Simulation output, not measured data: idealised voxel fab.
process module | voxel wiring stack
The width of the displayed cross-section, cut, is 300 nm; its cells are square, with a size of 5 nm.
Cross-section, as written here: a square-cell grid given band by band from the top down, where a band holds one or more rows of cells.
Heads up on the band format: heights come first, top then bottom, in nm. After that it's the materials left to right, each with its width in nm. A single material flagged "edge to edge" fills the whole band edge to edge, and "empty" means there's empty space there.
For the purposes of this specification, 0 denotes the height below which the wafer in its as-received condition is composed wholly of one material, and the lowermost band, lacking a lower limit, extends downward without end, as expressed in "0 down".
Quick explanation for "30 to 40": the width changes in equal steps down the rows of cells, from the first number in the band's top row to the second number in its bottom row.
When a step is marked "remains unaltered", none of the cells in the cross-section changed during that step.
Under "Enclosed internal cavities" you'll find the enclosed gaps, the ones with no way out to the top, that are 8 cells or bigger; each reads width x height at distance, with distance counted from the left edge, everything in nm.
Text after the settings on a step's line: the simulator's own remark on that step.
overlay nm: on a step with a mask, how far right of its planned place the mask lay; negative means left.
-- So here's the lineup of process steps we planned
1: op RECEIVE | material Si
2: op CONFORMAL_DEP | material SiO2 | thk nm 15
3: op DIRECTIONAL_DEP | material TiN | thk nm 5
4: op DIRECTIONAL_DEP | material W | thk nm 25
5: op DIRECTIONAL_DEP | material aC | thk nm 15
6: op PATTERN | tone cover | mask id METAL_1 | material resist | width nm 30 | pitch nm 50 | thk nm 35 | overlay nm 0
7: op DIRECTIONAL_ETCH | etch materials aC | depth nm 15
8: op STRIP | etch materials resist
9: op DIRECTIONAL_ETCH | etch materials W | depth nm 25
10: op DIRECTIONAL_ETCH | etch materials TiN | depth nm 5
11: op STRIP | etch materials aC
12: op CONFORMAL_DEP | material SiCN | thk nm 5
13: op FILL_DEP | material lowk | thk nm 10
14: op CMP | height nm 45
15: op CONFORMAL_DEP | material SiCN | thk nm 5
16: op DIRECTIONAL_DEP | material SiO2 | thk nm 15
17: op DIRECTIONAL_DEP | material aC | thk nm 10
18: op PATTERN | tone open | mask id PLUG_1 | material resist | width nm 15 | pitch nm 50 | thk nm 30 | overlay nm 0
19: op DIRECTIONAL_ETCH | etch materials aC | depth nm 10
20: op STRIP | etch materials resist
21: op DIRECTIONAL_ETCH | etch materials SiO2 | depth nm 15
22: op DIRECTIONAL_ETCH | etch materials SiCN | depth nm 5
23: op STRIP | etch materials aC
24: op EPI | material Ru | thk nm 10
25: op EPI | material Ru | thk nm 10
26: op DIRECTIONAL_DEP | material TiN | thk nm 5
27: op DIRECTIONAL_DEP | material Ru | thk nm 15
28: op PATTERN | tone cover | mask id METAL_2 | material resist | width nm 30 | pitch nm 50 | thk nm 15 | overlay nm 0
29: op DIRECTIONAL_ETCH | etch materials Ru | depth nm 15
30: op DIRECTIONAL_ETCH | etch materials TiN | depth nm 5
31: op STRIP | etch materials resist
32: op CONFORMAL_DEP | material SiN | thk nm 5
33: op FILL_DEP | material lowk | thk nm 10
34: op CMP | height nm 85
35: op CONFORMAL_DEP | material SiN | thk nm 5
-- Incoming wafer in cross-section (state: after step 1)
    0 down = Si edge to edge
    Enclosed internal cavities: none
-- The module was run from the start shown above using the plan shown above, but one mistake was made doing it; the resulting wafer cross-section is below
    90 to 85 = SiN edge to edge
    85 to 80 = lowk edge to edge
    80 to 75 = lowk (80); SiN (40); lowk (10); SiN (40); lowk (10); SiN (40); lowk (80)
    75 to 70 = lowk (80); SiN (5); Ru (30); SiN (5); lowk (10); SiN (5); Ru (30); SiN (5); lowk (10); SiN (5); Ru (30); SiN (5); lowk (80)
    70 to 65 = SiN (85); TiN (30); SiN (20); TiN (30); SiN (20); TiN (30); SiN (85)
    65 to 50 = SiO2 (85); Ru (15); SiO2 (35); Ru (15); SiO2 (35); Ru (15); SiO2 (100)
    50 to 45 = SiCN (85); Ru (15); SiCN (35); Ru (15); SiCN (35); Ru (15); SiCN (100)
    45 to 20 = lowk (80); SiCN (5); W (30); SiCN (5); lowk (10); SiCN (5); W (30); SiCN (5); lowk (10); SiCN (5); W (30); SiCN (5); lowk (80)
    20 to 15 = SiCN (85); TiN (30); SiCN (20); TiN (30); SiCN (20); TiN (30); SiCN (85)
    15 to 0 = SiO2 edge to edge
    0 down = Si edge to edge
    Enclosed internal cavities: none
Against the plan, the run slipped here: step 27 ran as: op DIRECTIONAL_DEP | material Ru | thk nm 5
